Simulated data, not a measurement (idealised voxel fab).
This section sets out a process module, namely voxel capacitor over wiring.
The width of the displayed cross-section, cut, is 215 nm; its cells are square, with a size of 5 nm.
A cross-section in this document is a grid of square cells, and it is written down as bands, the top band listed before the ones below it; a band is made up of one or more rows of cells.
Heights first: top, then bottom, in nm. Then materials, left to right, each with a width in nm. "throughout" on a single material: fills the band edge to edge. "empty": empty space.
Zero point of the height axis is 0; under it, received wafer = one material. Lowest band: continues down indefinitely, "0 -> down".
A width such as "30->40" changes by the same amount from each row of cells to the next, from the band's top row to its bottom row.
"nothing altered", as given for a step, is the statement that not any cell of the cross-section underwent a change during that step.
Listed in "Sealed internal voids": every empty space of 8 or more cells without an open way to the top. Form: width x height at distance, the distance being from the left edge, all in nm.
after a step's settings: what the simulator itself notes on the step
A step line may carry the setting "overlay nm", which, for steps involving a mask, states the distance by which the mask lay to the right of its intended position; negative values denote displacement to the left.
Process steps foreseen in the plan:
1) op RECEIVE | material Si
2) op CONFORMAL_DEP | material SiO2 | thk nm 15
3) op DIRECTIONAL_DEP | material TiN | thk nm 5
4) op DIRECTIONAL_DEP | material W | thk nm 20
5) op MASKED_ETCH | tone cover | mask id METAL_1 | width nm 20 | pitch nm 90 | etch materials W | depth nm 20 | overlay nm 0
6) op MASKED_ETCH | tone cover | mask id METAL_1 | width nm 20 | pitch nm 90 | etch materials TiN | depth nm 5 | overlay nm 0
7) op FILL_DEP | material SiO2 | thk nm 10
8) op CMP | height nm 40
9) op CONFORMAL_DEP | material SiCN | thk nm 5
10) op DIRECTIONAL_DEP | material SiO2 | thk nm 15
11) op MASKED_ETCH | tone open | mask id PLUG_1 | width nm 15 | etch materials SiO2 | depth nm 15 | overlay nm 0
12) op MASKED_ETCH | tone open | mask id PLUG_1 | width nm 15 | etch materials SiCN | depth nm 5 | overlay nm 0
13) op CONFORMAL_DEP | material TiN | thk nm 5
14) op FILL_DEP | material Ru | thk nm 5
15) op CMP | height nm 60
16) op DIRECTIONAL_DEP | material TiN | thk nm 5
17) op DIRECTIONAL_DEP | material HfO2 | thk nm 5
18) op DIRECTIONAL_DEP | material TiN | thk nm 5
19) op PATTERN | tone cover | mask id UPPER_PLATE | material resist | width nm 75 | thk nm 20 | overlay nm 0
20) op DIRECTIONAL_ETCH | etch materials TiN | depth nm 5
21) op DIRECTIONAL_ETCH | etch materials HfO2 | depth nm 5
22) op STRIP | etch materials resist
23) op MASKED_ETCH | tone cover | mask id LOWER_PLATE | width nm 85 | etch materials TiN | depth nm 5 | overlay nm 0
24) op FILL_DEP | material SiO2 | thk nm 15
25) op CMP | height nm 85
26) op MASKED_ETCH | tone open | mask id PLUG_2 | width nm 15 | etch materials SiO2 | depth nm 10 | overlay nm 0
27) op CONFORMAL_DEP | material TiN | thk nm 5
28) op FILL_DEP | material W | thk nm 10
29) op CMP | height nm 85
30) op CONFORMAL_DEP | material SiN | thk nm 5
Wafer at receipt (post step 1), cross-section:
	0 -> down: Si throughout
	Sealed internal voids: none
Cross-section, first of two wafers, end of module, run as planned:
	90 -> 85: SiN throughout
	85 -> 80: SiO2 (65), TiN (5), W (5), TiN (5), SiO2 (135)
	80 -> 70: SiO2 (65->55), TiN (15->75), SiO2 (135->85)
	70 -> 65: SiO2 (55), HfO2 (75), SiO2 (85)
	65 -> 60: SiO2 (50), TiN (85), SiO2 (80)
	60 -> 45: SiO2 (55), TiN (5), Ru (5), TiN (5), SiO2 (145)
	45 -> 40: SiCN (55), TiN (15), SiCN (145)
	40 -> 20: SiO2 (50), W (20), SiO2 (70), W (20), SiO2 (55)
	20 -> 15: SiO2 (50), TiN (20), SiO2 (70), TiN (20), SiO2 (55)
	15 -> 0: SiO2 throughout
	0 -> down: Si throughout
	Sealed internal voids: none
Cross-sectional image of the second wafer of the two following completion of the module. Starting state and process plan were the same as for the first wafer; one execution error occurred:
	90 -> 85: SiN throughout
	85 -> 80: SiO2 (65), TiN (5), W (5), TiN (5), SiO2 (135)
	80 -> 70: SiO2 (65->55), TiN (15->75), SiO2 (135->85)
	70 -> 65: SiO2 (55), HfO2 (75), SiO2 (85)
	65 -> 60: SiO2 (50), TiN (85), SiO2 (80)
	60 -> 45: SiO2 (55), TiN (5), Ru (5), TiN (5), SiO2 (145)
	45 -> 40: SiCN (55), TiN (15), SiCN (145)
	40 -> 35: SiO2 (50), W (20), SiO2 (70), W (20), SiO2 (55)
	35 -> 30: SiO2 (50), TiN (20), SiO2 (70), TiN (20), SiO2 (55)
	30 -> 0: SiO2 throughout
	0 -> down: Si throughout
	Sealed internal voids: none
So what did we get wrong on this run? the plan had its step 2 run twice
FYI, end of process, the second wafer has more or fewer cells of some materials than the first: SiO2: 24 more; W: 24 fewer
